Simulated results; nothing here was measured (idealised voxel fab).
Process module in this document: voxel capacitor over wiring
We display cut, a cross-section 285 nm in width whose square cells are each 5 nm.
Cross-section format: a grid of square cells, given as bands from top to bottom; each band is one or more rows of cells.
It is stipulated that each band's entry specify, in nanometres, the height of the top of the band and then that of its bottom, followed by the materials of the band in left-to-right sequence, each together with its width in nanometres. A single material marked by the word "edge to edge" is understood to fill the band from edge to edge; the word "empty" is understood to denote empty space.
Heights are reckoned from 0. Under this level, the received wafer is all of one material. The bottommost band is open-ended downward, for example "0 nm and below".
Width: "30 to 40" (first number = top row, second number = bottom row, same change from row to row of cells).
Step note "all unchanged" = no cross-section cell changed.
"Trapped cavities": sealed empty spaces, 8 cells or more, no open way to top, listed width x height at distance, with distance from the left edge and width, height and distance in nm.
Formally, on a step line, whatever follows the settings is a remark that the simulator itself makes on the step.
Each step line may optionally specify "overlay nm", which for a step with a mask gives the rightward distance between the mask's planned place and where it lay, a negative value indicating the leftward direction.
Pairs from here to the end. Each: cross-section before one process step, cross-section after it, the latter only as far down as the lowest band that changed. Under each: the step between, and its settings. Mind that the pairs may be taken from different runs of this module on the same starting wafer; whether a pair continues from the pair above depends on its entry headed "Pre-step section", and it does only where that entry says so.
### Pre-step section
0 nm and below  Si edge to edge
Trapped cavities: none
### Post-Step Section View
10 nm to 0 nm  SiO2 edge to edge
Unchanged below 0.
Trapped cavities: none
Step linking the sections shown: CONFORMAL_DEP | material SiO2 | thk nm 10
Pre-step section: same picture as after in the pair right above, so we don't repeat it.
### Post-Step Section View
15 nm to 10 nm  SiN edge to edge
Unchanged below 10.
Trapped cavities: none
Step linking the sections shown: CONFORMAL_DEP | material SiN | thk nm 5
Pre-step section: same picture as after in the pair right above, so we don't repeat it.
### Post-Step Section View
35 nm to 15 nm  SiO2 edge to edge
Unchanged below 15.
Trapped cavities: none
Step linking the sections shown: DIRECTIONAL_DEP | material SiO2 | thk nm 20
Pre-step section: same picture as after in the pair right above, so we don't repeat it.
### Post-Step Section View
35 nm to 15 nm  SiO2: 80  empty: 30  SiO2: 60  empty: 30  SiO2: 85
Unchanged below 15.
Trapped cavities: none
Step linking the sections shown: MASKED_ETCH | tone open | mask id METAL_1 | width nm 30 | pitch nm 90 | etch materials SiO2 | depth nm 20 | overlay nm 0
Pre-step section: same picture as after in the pair right above, so we don't repeat it.
### Post-Step Section View
35 nm to 15 nm  SiO2: 80  empty: 30  SiO2: 60  empty: 30  SiO2: 85
15 nm to 10 nm  SiN: 80  empty: 30  SiN: 60  empty: 30  SiN: 85
Unchanged below 10.
Trapped cavities: none
Step linking the sections shown: MASKED_ETCH | tone open | mask id METAL_1 | width nm 30 | pitch nm 90 | etch materials SiN | depth nm 5 | overlay nm 0
Pre-step section: same picture as after in the pair right above, so we don't repeat it.
### Post-Step Section View
40 nm to 35 nm  TiN: 85  empty: 20  TiN: 70  empty: 20  TiN: 90
35 nm to 15 nm  SiO2: 80  TiN: 5  empty: 20  TiN: 5  SiO2: 60  TiN: 5  empty: 20  TiN: 5  SiO2: 85
15 nm to 10 nm  SiN: 80  TiN: 30  SiN: 60  TiN: 30  SiN: 85
Unchanged below 10.
Trapped cavities: none
Step linking the sections shown: CONFORMAL_DEP | material TiN | thk nm 5
Pre-step section: same picture as after in the pair right above, so we don't repeat it.
### Post-Step Section View
45 nm to 40 nm  W edge to edge
40 nm to 35 nm  TiN: 85  W: 20  TiN: 70  W: 20  TiN: 90
35 nm to 15 nm  SiO2: 80  TiN: 5  W: 20  TiN: 5  SiO2: 60  TiN: 5  W: 20  TiN: 5  SiO2: 85
Unchanged below 15.
Trapped cavities: none
Step linking the sections shown: FILL_DEP | material W | thk nm 5
Pre-step section: same picture as after in the pair right above, so we don't repeat it.
### Post-Step Section View
35 nm to 15 nm  SiO2: 80  TiN: 5  W: 20  TiN: 5  SiO2: 60  TiN: 5  W: 20  TiN: 5  SiO2: 85
Unchanged below 15.
Trapped cavities: none
Step linking the sections shown: CMP | height nm 35
Pre-step section: same picture as after in the pair right above, so we don't repeat it.
### Post-Step Section View
40 nm to 35 nm  SiCN edge to edge
Unchanged below 35.
Trapped cavities: none
Step linking the sections shown: CONFORMAL_DEP | material SiCN | thk nm 5
Pre-step section: same picture as after in the pair right above, so we don't repeat it.
### Post-Step Section View
55 nm to 40 nm  SiO2 edge to edge
Unchanged below 40.
Trapped cavities: none
Step linking the sections shown: DIRECTIONAL_DEP | material SiO2 | thk nm 15
Pre-step section: same picture as after in the pair right above, so we don't repeat it.
### Post-Step Section View
70 nm to 55 nm  resist: 95  empty: 15  resist: 175
Unchanged below 55.
Trapped cavities: none
Step linking the sections shown: PATTERN | tone open | mask id PLUG_1 | material resist | width nm 15 | thk nm 15 | overlay nm 0
Pre-step section: same picture as after in the pair right above, so we don't repeat it.
### Post-Step Section View
70 nm to 55 nm  resist: 95  empty: 15  resist: 175
55 nm to 40 nm  SiO2: 95  empty: 15  SiO2: 175
Unchanged below 40.
Trapped cavities: none
Step linking the sections shown: DIRECTIONAL_ETCH | etch materials SiO2 | depth nm 15
Pre-step section: same picture as after in the pair right above, so we don't repeat it.
### Post-Step Section View
70 nm to 55 nm  resist: 95  empty: 15  resist: 175
55 nm to 40 nm  SiO2: 95  empty: 15  SiO2: 175
40 nm to 35 nm  SiCN: 95  empty: 15  SiCN: 175
Unchanged below 35.
Trapped cavities: none
Step linking the sections shown: DIRECTIONAL_ETCH | etch materials SiCN | depth nm 5
Pre-step section: same picture as after in the pair right above, so we don't repeat it.
### Post-Step Section View
55 nm to 40 nm  SiO2: 95  empty: 15  SiO2: 175
Unchanged below 40.
Trapped cavities: none
Step linking the sections shown: STRIP | etch materials resist
Pre-step section: same picture as after in the pair right above, so we don't repeat it.
### Post-Step Section View
55 nm to 45 nm  SiO2: 95  empty: 15  SiO2: 175
45 nm to 40 nm  SiO2: 95  Ru: 15  SiO2: 175
40 nm to 35 nm  SiCN: 95  Ru: 15  SiCN: 175
Unchanged below 35.
Trapped cavities: none
Step linking the sections shown: EPI | material Ru | thk nm 10
Pre-step section: same picture as after in the pair right above, so we don't repeat it.
### Post-Step Section View
55 nm to 40 nm  SiO2: 95  Ru: 15  SiO2: 175
Unchanged below 40.
Trapped cavities: none
Step linking the sections shown: EPI | material Ru | thk nm 10
Pre-step section: same picture as after in the pair right above, so we don't repeat it.
### Post-Step Section View
65 nm to 55 nm  TiN edge to edge
Unchanged below 55.
Trapped cavities: none
Step linking the sections shown: DIRECTIONAL_DEP | material TiN | thk nm 10
Pre-step section: same picture as after in the pair right above, so we don't repeat it.
### Post-Step Section View
70 nm to 65 nm  SiN edge to edge
Unchanged below 65.
Trapped cavities: none
Step linking the sections shown: DIRECTIONAL_DEP | material SiN | thk nm 5
Pre-step section: same picture as after in the pair right above, so we don't repeat it.
### Post-Step Section View
75 nm to 70 nm  TiN edge to edge
Unchanged below 70.
Trapped cavities: none
Step linking the sections shown: DIRECTIONAL_DEP | material TiN | thk nm 5
Pre-step section: same picture as after in the pair right above, so we don't repeat it.
### Post-Step Section View
90 nm to 75 nm  aC edge to edge
Unchanged below 75.
Trapped cavities: none
Step linking the sections shown: DIRECTIONAL_DEP | material aC | thk nm 15
Pre-step section: same picture as after in the pair right above, so we don't repeat it.
### Post-Step Section View
120 nm to 90 nm  empty: 95  resist: 65  empty: 125
Unchanged below 90.
Trapped cavities: none
Step linking the sections shown: PATTERN | tone cover | mask id UPPER_PLATE | material resist | width nm 65 | thk nm 30 | overlay nm 0
Pre-step section: same picture as after in the pair right above, so we don't repeat it.
### Post-Step Section View
105 nm to 90 nm  empty: 95  resist: 65  empty: 125
90 nm to 75 nm  empty: 95  aC: 65  empty: 125
Unchanged below 75.
Trapped cavities: none
Step linking the sections shown: DIRECTIONAL_ETCH | etch materials aC | depth nm 15
Pre-step section: same picture as after in the pair right above, so we don't repeat it.
### Post-Step Section View
90 nm to 75 nm  empty: 95  aC: 65  empty: 125
Unchanged below 75.
Trapped cavities: none
Step linking the sections shown: STRIP | etch materials resist
Pre-step section: same picture as after in the pair right above, so we don't repeat it.
### Post-Step Section View
90 nm to 75 nm  empty: 95  aC: 65  empty: 125
75 nm to 70 nm  empty: 95  TiN: 65  empty: 125
Unchanged below 70.
Trapped cavities: none
Step linking the sections shown: DIRECTIONAL_ETCH | etch materials TiN | depth nm 5
Pre-step section: same picture as after in the pair right above, so we don't repeat it.
### Post-Step Section View
90 nm to 75 nm  empty: 95  aC: 65  empty: 125
75 nm to 70 nm  empty: 95  TiN: 65  empty: 125
70 nm to 65 nm  empty: 95  SiN: 65  empty: 125
Unchanged below 65.
Trapped cavities: none
Step linking the sections shown: DIRECTIONAL_ETCH | etch materials SiN | depth nm 5
Pre-step section: same picture as after in the pair right above, so we don't repeat it.
### Post-Step Section View
75 nm to 70 nm  empty: 95  TiN: 65  empty: 125
Unchanged below 70.
Trapped cavities: none
Step linking the sections shown: STRIP | etch materials aC
Pre-step section: same picture as after in the pair right above, so we don't repeat it.
### Post-Step Section View
90 nm to 80 nm  empty: 95  aC: 65  empty: 125
80 nm to 75 nm  aC edge to edge
75 nm to 70 nm  aC: 95  TiN: 65  aC: 125
70 nm to 65 nm  aC: 95  SiN: 65  aC: 125
Unchanged below 65.
Trapped cavities: none
Step linking the sections shown: DIRECTIONAL_DEP | material aC | thk nm 15
Pre-step section: same picture as after in the pair right above, so we don't repeat it.
### Post-Step Section View
125 nm to 90 nm  empty: 90  resist: 75  empty: 120
90 nm to 80 nm  empty: 90  resist: 5  aC: 65  resist: 5  empty: 120
Unchanged below 80.
Trapped cavities: none
Step linking the sections shown: PATTERN | tone cover | mask id LOWER_PLATE | material resist | width nm 75 | thk nm 35 | overlay nm 0
Pre-step section: same picture as after in the pair right above, so we don't repeat it.
### Post-Step Section View
110 nm to 90 nm  empty: 90  resist: 75  empty: 120
90 nm to 80 nm  empty: 90  resist: 5  aC: 65  resist: 5  empty: 120
80 nm to 75 nm  empty: 90  aC: 75  empty: 120
75 nm to 70 nm  empty: 90  aC: 5  TiN: 65  aC: 5  empty: 120
70 nm to 65 nm  empty: 90  aC: 5  SiN: 65  aC: 5  empty: 120
Unchanged below 65.
Trapped cavities: none
Step linking the sections shown: DIRECTIONAL_ETCH | etch materials aC | depth nm 15
Pre-step section: same picture as after in the pair right above, so we don't repeat it.
### Post-Step Section View
90 nm to 80 nm  empty: 95  aC: 65  empty: 125
Unchanged below 80.
Trapped cavities: none
Step linking the sections shown: STRIP | etch materials resist
Pre-step section: same picture as after in the pair right above, so we don't repeat it.
### Post-Step Section View
90 nm to 80 nm  empty: 95  aC: 65  empty: 125
80 nm to 75 nm  empty: 90  aC: 75  empty: 120
75 nm to 70 nm  empty: 90  aC: 5  TiN: 65  aC: 5  empty: 120
70 nm to 65 nm  empty: 90  aC: 5  SiN: 65  aC: 5  empty: 120
65 nm to 55 nm  empty: 90  TiN: 75  empty: 120
Unchanged below 55.
Trapped cavities: none
Step linking the sections shown: DIRECTIONAL_ETCH | etch materials TiN | depth nm 10
Pre-step section: same picture as after in the pair right above, so we don't repeat it.
### Post-Step Section View
75 nm to 70 nm  empty: 95  TiN: 65  empty: 125
70 nm to 65 nm  empty: 95  SiN: 65  empty: 125
Unchanged below 65.
Trapped cavities: none
Step linking the sections shown: STRIP | etch materials aC
Pre-step section: same picture as after in the pair right above, so we don't repeat it.
### Post-Step Section View
90 nm to 75 nm  SiO2 edge to edge
75 nm to 70 nm  SiO2: 95  TiN: 65  SiO2: 125
70 nm to 65 nm  SiO2: 95  SiN: 65  SiO2: 125
65 nm to 55 nm  SiO2: 90  TiN: 75  SiO2: 120
Unchanged below 55.
Trapped cavities: none
Step linking the sections shown: FILL_DEP | material SiO2 | thk nm 15
Pre-step section: same picture as after in the pair right above, so we don't repeat it.
### Post-Step Section View
85 nm to 75 nm  SiO2 edge to edge
Unchanged below 75.
Trapped cavities: none
Step linking the sections shown: CMP | height nm 85
Pre-step section: same picture as after in the pair right above, so we don't repeat it.
### Post-Step Section View
100 nm to 85 nm  aC edge to edge
Unchanged below 85.
Trapped cavities: none
Step linking the sections shown: DIRECTIONAL_DEP | material aC | thk nm 15
Pre-step section: same picture as after in the pair right above, so we don't repeat it.
### Post-Step Section View
135 nm to 100 nm  resist: 105  empty: 15  resist: 165
Unchanged below 100.
Trapped cavities: none
Step linking the sections shown: PATTERN | tone open | mask id PLUG_2 | material resist | width nm 15 | thk nm 35 | overlay nm 0
Pre-step section: same picture as after in the pair right above, so we don't repeat it.
### Post-Step Section View
120 nm to 100 nm  resist: 105  empty: 15  resist: 165
100 nm to 85 nm  aC: 105  empty: 15  aC: 165
Unchanged below 85.
Trapped cavities: none
Step linking the sections shown: DIRECTIONAL_ETCH | etch materials aC | depth nm 15
Pre-step section: same picture as after in the pair right above, so we don't repeat it.
### Post-Step Section View
100 nm to 85 nm  aC: 105  empty: 15  aC: 165
Unchanged below 85.
Trapped cavities: none
Step linking the sections shown: STRIP | etch materials resist
Pre-step section: same picture as after in the pair right above, so we don't repeat it.
### Post-Step Section View
100 nm to 85 nm  aC: 105  empty: 15  aC: 165
85 nm to 75 nm  SiO2: 105  empty: 15  SiO2: 165
Unchanged below 75.
Trapped cavities: none
Step linking the sections shown: DIRECTIONAL_ETCH | etch materials SiO2 | depth nm 10
Pre-step section: same picture as after in the pair right above, so we don't repeat it.
### Post-Step Section View
85 nm to 75 nm  SiO2: 105  empty: 15  SiO2: 165
Unchanged below 75.
Trapped cavities: none
Step linking the sections shown: STRIP | etch materials aC
Pre-step section: same picture as after in the pair right above, so we don't repeat it.
### Post-Step Section View
90 nm to 85 nm  TiN: 110  empty: 5  TiN: 170
85 nm to 80 nm  SiO2: 105  TiN: 5  empty: 5  TiN: 5  SiO2: 165
80 nm to 70 nm  SiO2: 105 to 95  TiN: 15 to 65  SiO2: 165 to 125
Unchanged below 70.
Trapped cavities: none
Step linking the sections shown: CONFORMAL_DEP | material TiN | thk nm 5
Pre-step section: same picture as after in the pair right above, so we don't repeat it.
### Post-Step Section View
95 nm to 90 nm  Ru edge to edge
90 nm to 85 nm  TiN: 110  Ru: 5  TiN: 170
85 nm to 80 nm  SiO2: 105  TiN: 5  Ru: 5  TiN: 5  SiO2: 165
Unchanged below 80.
Trapped cavities: none
Step linking the sections shown: FILL_DEP | material Ru | thk nm 5
Pre-step section: same picture as after in the pair right above, so we don't repeat it.
### Post-Step Section View
85 nm to 80 nm  SiO2: 105  TiN: 5  Ru: 5  TiN: 5  SiO2: 165
Unchanged below 80.
Trapped cavities: none
Step linking the sections shown: CMP | height nm 85
Pre-step section: same picture as after in the pair right above, so we don't repeat it.
### Post-Step Section View
90 nm to 85 nm  SiN edge to edge
Unchanged below 85.
Trapped cavities: none
Step linking the sections shown: CONFORMAL_DEP | material SiN | thk nm 5
### Pre-step section
55 nm to 45 nm  SiO2: 95  empty: 15  SiO2: 175
45 nm to 40 nm  SiO2: 95  Ru: 15  SiO2: 175
40 nm to 35 nm  SiCN: 95  Ru: 15  SiCN: 175
35 nm to 15 nm  SiO2: 80  TiN: 5  W: 20  TiN: 5  SiO2: 60  TiN: 5  W: 20  TiN: 5  SiO2: 85
15 nm to 10 nm  SiN: 80  TiN: 30  SiN: 60  TiN: 30  SiN: 85
10 nm to 0 nm  SiO2 edge to edge
0 nm and below  Si edge to edge
Trapped cavities: none
### Post-Step Section View
65 nm to 55 nm  TiN: 95  empty: 15  TiN: 175
55 nm to 45 nm  SiO2: 95  TiN: 15  SiO2: 175
Unchanged below 45.
Trapped cavities: none
Step linking the sections shown: DIRECTIONAL_DEP | material TiN | thk nm 10
Pre-step section: same picture as after in the pair right above, so we don't repeat it.
### Post-Step Section View
70 nm to 65 nm  SiN: 95  empty: 15  SiN: 175
65 nm to 60 nm  TiN: 95  empty: 15  TiN: 175
60 nm to 55 nm  TiN: 95  SiN: 15  TiN: 175
Unchanged below 55.
Trapped cavities: none
Step linking the sections shown: DIRECTIONAL_DEP | material SiN | thk nm 5
Pre-step section: same picture as after in the pair right above, so we don't repeat it.
### Post-Step Section View
75 nm to 70 nm  TiN: 95  empty: 15  TiN: 175
70 nm to 65 nm  SiN: 95  empty: 15  SiN: 175
65 nm to 60 nm  TiN edge to edge
Unchanged below 60.
Trapped cavities: none
Step linking the sections shown: DIRECTIONAL_DEP | material TiN | thk nm 5
Pre-step section: same picture as after in the pair right above, so we don't repeat it.
### Post-Step Section View
90 nm to 80 nm  aC: 95  empty: 15  aC: 175
80 nm to 75 nm  aC edge to edge
75 nm to 70 nm  TiN: 95  aC: 15  TiN: 175
70 nm to 65 nm  SiN: 95  aC: 15  SiN: 175
Unchanged below 65.
Trapped cavities: none
Step linking the sections shown: DIRECTIONAL_DEP | material aC | thk nm 15
Pre-step section: same picture as after in the pair right above, so we don't repeat it.
### Post-Step Section View
120 nm to 90 nm  empty: 95  resist: 65  empty: 125
90 nm to 80 nm  aC: 95  resist: 15  aC: 175
Unchanged below 80.
Trapped cavities: none
Step linking the sections shown: PATTERN | tone cover | mask id UPPER_PLATE | material resist | width nm 65 | thk nm 30 | overlay nm 0
Pre-step section: same picture as after in the pair right above, so we don't repeat it.
### Post-Step Section View
105 nm to 90 nm  empty: 95  resist: 65  empty: 125
90 nm to 80 nm  empty: 95  resist: 15  aC: 50  empty: 125
80 nm to 75 nm  empty: 95  aC: 65  empty: 125
Unchanged below 75.
Trapped cavities: none
Step linking the sections shown: DIRECTIONAL_ETCH | etch materials aC | depth nm 15
Pre-step section: same picture as after in the pair right above, so we don't repeat it.
### Post-Step Section View
90 nm to 80 nm  empty: 110  aC: 50  empty: 125
Unchanged below 80.
Trapped cavities: none
Step linking the sections shown: STRIP | etch materials resist
Pre-step section: same picture as after in the pair right above, so we don't repeat it.
### Post-Step Section View
90 nm to 80 nm  empty: 110  aC: 50  empty: 125
80 nm to 75 nm  empty: 95  aC: 65  empty: 125
75 nm to 70 nm  empty: 95  aC: 15  TiN: 50  empty: 125
Unchanged below 70.
Trapped cavities: none
Step linking the sections shown: DIRECTIONAL_ETCH | etch materials TiN | depth nm 5
Pre-step section: same picture as after in the pair right above, so we don't repeat it.
### Post-Step Section View
90 nm to 80 nm  empty: 110  aC: 50  empty: 125
80 nm to 75 nm  empty: 95  aC: 65  empty: 125
75 nm to 70 nm  empty: 95  aC: 15  TiN: 50  empty: 125
70 nm to 65 nm  empty: 95  aC: 15  SiN: 50  empty: 125
Unchanged below 65.
Trapped cavities: none
Step linking the sections shown: DIRECTIONAL_ETCH | etch materials SiN | depth nm 5
Pre-step section: same picture as after in the pair right above, so we don't repeat it.
### Post-Step Section View
75 nm to 70 nm  empty: 110  TiN: 50  empty: 125
70 nm to 65 nm  empty: 110  SiN: 50  empty: 125
Unchanged below 65.
Trapped cavities: none
Step linking the sections shown: STRIP | etch materials aC
Pre-step section: same picture as after in the pair right above, so we don't repeat it.
### Post-Step Section View
90 nm to 80 nm  empty: 110  aC: 50  empty: 125
80 nm to 75 nm  aC edge to edge
75 nm to 70 nm  aC: 110  TiN: 50  aC: 125
70 nm to 65 nm  aC: 110  SiN: 50  aC: 125
Unchanged below 65.
Trapped cavities: none
Step linking the sections shown: DIRECTIONAL_DEP | material aC | thk nm 15
Pre-step section: same picture as after in the pair right above, so we don't repeat it.
### Post-Step Section View
125 nm to 90 nm  empty: 90  resist: 75  empty: 120
90 nm to 80 nm  empty: 90  resist: 20  aC: 50  resist: 5  empty: 120
Unchanged below 80.
Trapped cavities: none
Step linking the sections shown: PATTERN | tone cover | mask id LOWER_PLATE | material resist | width nm 75 | thk nm 35 | overlay nm 0
Pre-step section: same picture as after in the pair right above, so we don't repeat it.
### Post-Step Section View
110 nm to 90 nm  empty: 90  resist: 75  empty: 120
90 nm to 80 nm  empty: 90  resist: 20  aC: 50  resist: 5  empty: 120
80 nm to 75 nm  empty: 90  aC: 75  empty: 120
75 nm to 70 nm  empty: 90  aC: 20  TiN: 50  aC: 5  empty: 120
70 nm to 65 nm  empty: 90  aC: 20  SiN: 50  aC: 5  empty: 120
Unchanged below 65.
Trapped cavities: none
Step linking the sections shown: DIRECTIONAL_ETCH | etch materials aC | depth nm 15
Pre-step section: same picture as after in the pair right above, so we don't repeat it.
### Post-Step Section View
90 nm to 80 nm  empty: 110  aC: 50  empty: 125
Unchanged below 80.
Trapped cavities: none
Step linking the sections shown: STRIP | etch materials resist
Pre-step section: same picture as after in the pair right above, so we don't repeat it.
### Post-Step Section View
90 nm to 80 nm  empty: 110  aC: 50  empty: 125
80 nm to 75 nm  empty: 90  aC: 75  empty: 120
75 nm to 70 nm  empty: 90  aC: 20  TiN: 50  aC: 5  empty: 120
70 nm to 65 nm  empty: 90  aC: 20  SiN: 50  aC: 5  empty: 120
65 nm to 60 nm  empty: 90  TiN: 75  empty: 120
60 nm to 55 nm  empty: 90  TiN: 5  SiN: 15  TiN: 55  empty: 120
Unchanged below 55.
Trapped cavities: none
Step linking the sections shown: DIRECTIONAL_ETCH | etch materials TiN | depth nm 10
Pre-step section: same picture as after in the pair right above, so we don't repeat it.
### Post-Step Section View
75 nm to 70 nm  empty: 110  TiN: 50  empty: 125
70 nm to 65 nm  empty: 110  SiN: 50  empty: 125
Unchanged below 65.
Trapped cavities: none
Step linking the sections shown: STRIP | etch materials aC
Pre-step section: same picture as after in the pair right above, so we don't repeat it.
### Post-Step Section View
90 nm to 75 nm  SiO2 edge to edge
75 nm to 70 nm  SiO2: 110  TiN: 50  SiO2: 125
70 nm to 65 nm  SiO2: 110  SiN: 50  SiO2: 125
65 nm to 60 nm  SiO2: 90  TiN: 75  SiO2: 120
60 nm to 55 nm  SiO2: 90  TiN: 5  SiN: 15  TiN: 55  SiO2: 120
Unchanged below 55.
Trapped cavities: none
Step linking the sections shown: FILL_DEP | material SiO2 | thk nm 15
Pre-step section: same picture as after in the pair right above, so we don't repeat it.
### Post-Step Section View
85 nm to 75 nm  SiO2 edge to edge
Unchanged below 75.
Trapped cavities: none
Step linking the sections shown: CMP | height nm 85
Pre-step section: same picture as after in the pair right above, so we don't repeat it.
### Post-Step Section View
100 nm to 85 nm  aC edge to edge
Unchanged below 85.
Trapped cavities: none
Step linking the sections shown: DIRECTIONAL_DEP | material aC | thk nm 15
Pre-step section: same picture as after in the pair right above, so we don't repeat it.
### Post-Step Section View
135 nm to 100 nm  resist: 105  empty: 15  resist: 165
Unchanged below 100.
Trapped cavities: none
Step linking the sections shown: PATTERN | tone open | mask id PLUG_2 | material resist | width nm 15 | thk nm 35 | overlay nm 0
Pre-step section: same picture as after in the pair right above, so we don't repeat it.
### Post-Step Section View
120 nm to 100 nm  resist: 105  empty: 15  resist: 165
100 nm to 85 nm  aC: 105  empty: 15  aC: 165
Unchanged below 85.
Trapped cavities: none
Step linking the sections shown: DIRECTIONAL_ETCH | etch materials aC | depth nm 15
Pre-step section: same picture as after in the pair right above, so we don't repeat it.
### Post-Step Section View
100 nm to 85 nm  aC: 105  empty: 15  aC: 165
Unchanged below 85.
Trapped cavities: none
Step linking the sections shown: STRIP | etch materials resist
Pre-step section: same picture as after in the pair right above, so we don't repeat it.
### Post-Step Section View
100 nm to 85 nm  aC: 105  empty: 15  aC: 165
85 nm to 75 nm  SiO2: 105  empty: 15  SiO2: 165
Unchanged below 75.
Trapped cavities: none
Step linking the sections shown: DIRECTIONAL_ETCH | etch materials SiO2 | depth nm 10
Pre-step section: same picture as after in the pair right above, so we don't repeat it.
### Post-Step Section View
85 nm to 75 nm  SiO2: 105  empty: 15  SiO2: 165
Unchanged below 75.
Trapped cavities: none
Step linking the sections shown: STRIP | etch materials aC
Pre-step section: same picture as after in the pair right above, so we don't repeat it.
### Post-Step Section View
90 nm to 85 nm  TiN: 110  empty: 5  TiN: 170
85 nm to 80 nm  SiO2: 105  TiN: 5  empty: 5  TiN: 5  SiO2: 165
80 nm to 70 nm  SiO2: 105 to 110  TiN: 15 to 50  SiO2: 165 to 125
Unchanged below 70.
Trapped cavities: none
Step linking the sections shown: CONFORMAL_DEP | material TiN | thk nm 5
Pre-step section: same picture as after in the pair right above, so we don't repeat it.
### Post-Step Section View
95 nm to 90 nm  Ru edge to edge
90 nm to 85 nm  TiN: 110  Ru: 5  TiN: 170
85 nm to 80 nm  SiO2: 105  TiN: 5  Ru: 5  TiN: 5  SiO2: 165
Unchanged below 80.
Trapped cavities: none
Step linking the sections shown: FILL_DEP | material Ru | thk nm 5
Pre-step section: same picture as after in the pair right above, so we don't repeat it.
### Post-Step Section View
85 nm to 80 nm  SiO2: 105  TiN: 5  Ru: 5  TiN: 5  SiO2: 165
Unchanged below 80.
Trapped cavities: none
Step linking the sections shown: CMP | height nm 85
Pre-step section: same picture as after in the pair right above, so we don't repeat it.
### Post-Step Section View
90 nm to 85 nm  SiN edge to edge
Unchanged below 85.
Trapped cavities: none
Step linking the sections shown: CONFORMAL_DEP | material SiN | thk nm 5
### Pre-step section
55 nm to 40 nm  SiO2 edge to edge
40 nm to 35 nm  SiCN edge to edge
35 nm to 15 nm  SiO2: 80  TiN: 5  W: 20  TiN: 5  SiO2: 60  TiN: 5  W: 20  TiN: 5  SiO2: 85
15 nm to 10 nm  SiN: 80  TiN: 30  SiN: 60  TiN: 30  SiN: 85
10 nm to 0 nm  SiO2 edge to edge
0 nm and below  Si edge to edge
Trapped cavities: none
### Post-Step Section View
70 nm to 40 nm  SiO2 edge to edge
Unchanged below 40.
Trapped cavities: none
Step linking the sections shown: DIRECTIONAL_DEP | material SiO2 | thk nm 15
Pre-step section: same picture as after in the pair right above, so we don't repeat it.
### Post-Step Section View
85 nm to 70 nm  resist: 95  empty: 15  resist: 175
Unchanged below 70.
Trapped cavities: none
Step linking the sections shown: PATTERN | tone open | mask id PLUG_1 | material resist | width nm 15 | thk nm 15 | overlay nm 0
Pre-step section: same picture as after in the pair right above, so we don't repeat it.
### Post-Step Section View
85 nm to 70 nm  resist: 95  empty: 15  resist: 175
70 nm to 55 nm  SiO2: 95  empty: 15  SiO2: 175
Unchanged below 55.
Trapped cavities: none
Step linking the sections shown: DIRECTIONAL_ETCH | etch materials SiO2 | depth nm 15
Pre-step section: same picture as after in the pair right above, so we don't repeat it.
### Post-Step Section View
70 nm to 55 nm  SiO2: 95  empty: 15  SiO2: 175
Unchanged below 55.
Trapped cavities: none
Step linking the sections shown: STRIP | etch materials resist
Pre-step section: same picture as after in the pair right above, so we don't repeat it.
### Post-Step Section View
80 nm to 70 nm  TiN: 95  empty: 15  TiN: 175
70 nm to 65 nm  SiO2: 95  empty: 15  SiO2: 175
65 nm to 55 nm  SiO2: 95  TiN: 15  SiO2: 175
Unchanged below 55.
Trapped cavities: none
Step linking the sections shown: DIRECTIONAL_DEP | material TiN | thk nm 10
Pre-step section: same picture as after in the pair right above, so we don't repeat it.
### Post-Step Section View
85 nm to 80 nm  SiN: 95  empty: 15  SiN: 175
80 nm to 70 nm  TiN: 95  empty: 15  TiN: 175
70 nm to 65 nm  SiO2: 95  SiN: 15  SiO2: 175
Unchanged below 65.
Trapped cavities: none
Step linking the sections shown: DIRECTIONAL_DEP | material SiN | thk nm 5
Pre-step section: same picture as after in the pair right above, so we don't repeat it.
### Post-Step Section View
90 nm to 85 nm  TiN: 95  empty: 15  TiN: 175
85 nm to 80 nm  SiN: 95  empty: 15  SiN: 175
80 nm to 75 nm  TiN: 95  empty: 15  TiN: 175
75 nm to 70 nm  TiN edge to edge
Unchanged below 70.
Trapped cavities: none
Step linking the sections shown: DIRECTIONAL_DEP | material TiN | thk nm 5
Pre-step section: same picture as after in the pair right above, so we don't repeat it.
### Post-Step Section View
105 nm to 90 nm  aC: 95  empty: 15  aC: 175
90 nm to 85 nm  TiN: 95  aC: 15  TiN: 175
85 nm to 80 nm  SiN: 95  aC: 15  SiN: 175
80 nm to 75 nm  TiN: 95  aC: 15  TiN: 175
Unchanged below 75.
Trapped cavities: none
Step linking the sections shown: DIRECTIONAL_DEP | material aC | thk nm 15
Pre-step section: same picture as after in the pair right above, so we don't repeat it.
### Post-Step Section View
135 nm to 105 nm  empty: 95  resist: 65  empty: 125
105 nm to 90 nm  aC: 95  resist: 15  aC: 175
Unchanged below 90.
Trapped cavities: none
Step linking the sections shown: PATTERN | tone cover | mask id UPPER_PLATE | material resist | width nm 65 | thk nm 30 | overlay nm 0
Pre-step section: same picture as after in the pair right above, so we don't repeat it.
### Post-Step Section View
120 nm to 105 nm  empty: 95  resist: 65  empty: 125
105 nm to 90 nm  empty: 95  resist: 15  aC: 50  empty: 125
Unchanged below 90.
Trapped cavities: none
Step linking the sections shown: DIRECTIONAL_ETCH | etch materials aC | depth nm 15
Pre-step section: same picture as after in the pair right above, so we don't repeat it.
### Post-Step Section View
105 nm to 90 nm  empty: 110  aC: 50  empty: 125
Unchanged below 90.
Trapped cavities: none
Step linking the sections shown: STRIP | etch materials resist
Pre-step section: same picture as after in the pair right above, so we don't repeat it.
### Post-Step Section View
105 nm to 90 nm  empty: 110  aC: 50  empty: 125
90 nm to 85 nm  empty: 95  aC: 15  TiN: 50  empty: 125
Unchanged below 85.
Trapped cavities: none
Step linking the sections shown: DIRECTIONAL_ETCH | etch materials TiN | depth nm 5
Pre-step section: same picture as after in the pair right above, so we don't repeat it.
### Post-Step Section View
105 nm to 90 nm  empty: 110  aC: 50  empty: 125
90 nm to 85 nm  empty: 95  aC: 15  TiN: 50  empty: 125
85 nm to 80 nm  empty: 95  aC: 15  SiN: 50  empty: 125
Unchanged below 80.
Trapped cavities: none
Step linking the sections shown: DIRECTIONAL_ETCH | etch materials SiN | depth nm 5
Pre-step section: same picture as after in the pair right above, so we don't repeat it.
### Post-Step Section View
90 nm to 85 nm  empty: 110  TiN: 50  empty: 125
85 nm to 80 nm  empty: 110  SiN: 50  empty: 125
80 nm to 75 nm  TiN: 95  empty: 15  TiN: 175
Unchanged below 75.
Trapped cavities: none
Step linking the sections shown: STRIP | etch materials aC
Pre-step section: same picture as after in the pair right above, so we don't repeat it.
### Post-Step Section View
105 nm to 95 nm  empty: 110  aC: 50  empty: 125
95 nm to 90 nm  aC: 95  empty: 15  aC: 175
90 nm to 85 nm  aC: 110  TiN: 50  aC: 125
85 nm to 80 nm  aC: 110  SiN: 50  aC: 125
80 nm to 75 nm  TiN: 95  aC: 15  TiN: 175
Unchanged below 75.
Trapped cavities: none
Step linking the sections shown: DIRECTIONAL_DEP | material aC | thk nm 15
